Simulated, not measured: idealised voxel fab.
The process module presented herein is designated voxel trench capacitor.
Square cell edge 5 nm, section width 275 nm, ID cut.
How to read a cross-section here: the picture is a grid of square cells, written as bands going from the top down, and any band can span one or more rows of cells.
It is stipulated that each band's entry specify, in nanometres, the height of the top of the band and then that of its bottom, followed by the materials of the band in left-to-right sequence, each together with its width in nanometres. A single material marked by the word "full width" is understood to fill the band from edge to edge; the word "blank" is understood to denote empty space.
Heights are measured from 0, the level below which the as-received wafer is all one material; the lowest band has no bottom and continues downward, written as in "z 0 and below".
A width such as "30..40" changes by the same amount from each row of cells to the next, from the band's top row to its bottom row.
"everything unchanged" after a step means that no cell of the cross-section changed.
Under "Enclosed void list" you'll find the enclosed gaps, the ones with no way out to the top, that are 8 cells or bigger; each reads width x height at distance, with distance counted from the left edge, everything in nm.
The remark found on a step's line after its settings is issued by the simulator itself and pertains to that step.
overlay nm, on a step with a mask: how far to the right of its planned place the mask lay; to the left if negative
Here's what the planned process steps look like
1) RECEIVE: material Si
2) CONFORMAL_DEP: material SiN, thk nm 10
3) DIRECTIONAL_DEP: material aC, thk nm 10
4) PATTERN: tone open, mask id TRENCH, material resist, width nm 25, pitch nm 40, thk nm 25, overlay nm 0
5) DIRECTIONAL_ETCH: etch materials aC, depth nm 10
6) STRIP: etch materials resist
7) DIRECTIONAL_ETCH: etch materials SiN, depth nm 10
8) DIRECTIONAL_ETCH: etch materials Si, depth nm 30
9) STRIP: etch materials aC
10) CONFORMAL_DEP: material HfO2, thk nm 5
11) CONFORMAL_DEP: material TiN, thk nm 5
12) FILL_DEP: material W, thk nm 10
13) CMP: height nm 10
as received, after step 1
	z 0 and below  Si full width
	Enclosed void list: none
Cross-sectional view of the first of the two wafers upon completion of the module, processed in accordance with the plan
	z 10 to 0  105 SiN / 5 HfO2 / 5 TiN / 5 W / 5 TiN / 5 HfO2 / 15 SiN / 5 HfO2 / 5 TiN / 5 W / 5 TiN / 5 HfO2 / 105 SiN
	z 0 to -20  105 Si / 5 HfO2 / 5 TiN / 5 W / 5 TiN / 5 HfO2 / 15 Si / 5 HfO2 / 5 TiN / 5 W / 5 TiN / 5 HfO2 / 105 Si
	z -20 to -25  105 Si / 5 HfO2 / 15 TiN / 5 HfO2 / 15 Si / 5 HfO2 / 15 TiN / 5 HfO2 / 105 Si
	z -25 to -30  105 Si / 25 HfO2 / 15 Si / 25 HfO2 / 105 Si
	z -30 and below  Si full width
	Enclosed void list: none
Cross-sectional image of the second wafer of the two following completion of the module. Starting state and process plan were the same as for the first wafer; one execution error occurred
	z 10 to 0  105 SiN / 5 TiN / 5 HfO2 / 5 W / 5 HfO2 / 5 TiN / 15 SiN / 5 TiN / 5 HfO2 / 5 W / 5 HfO2 / 5 TiN / 105 SiN
	z 0 to -20  105 Si / 5 TiN / 5 HfO2 / 5 W / 5 HfO2 / 5 TiN / 15 Si / 5 TiN / 5 HfO2 / 5 W / 5 HfO2 / 5 TiN / 105 Si
	z -20 to -25  105 Si / 5 TiN / 15 HfO2 / 5 TiN / 15 Si / 5 TiN / 15 HfO2 / 5 TiN / 105 Si
	z -25 to -30  105 Si / 25 TiN / 15 Si / 25 TiN / 105 Si
	z -30 and below  Si full width
	Enclosed void list: none
what went wrong: the processing plan was not followed for steps 10 and 11, which were run with their positions exchanged
Final difference in cells, second wafer against first, listed per material as more or fewer: 8 fewer of HfO2 | 8 more of TiN
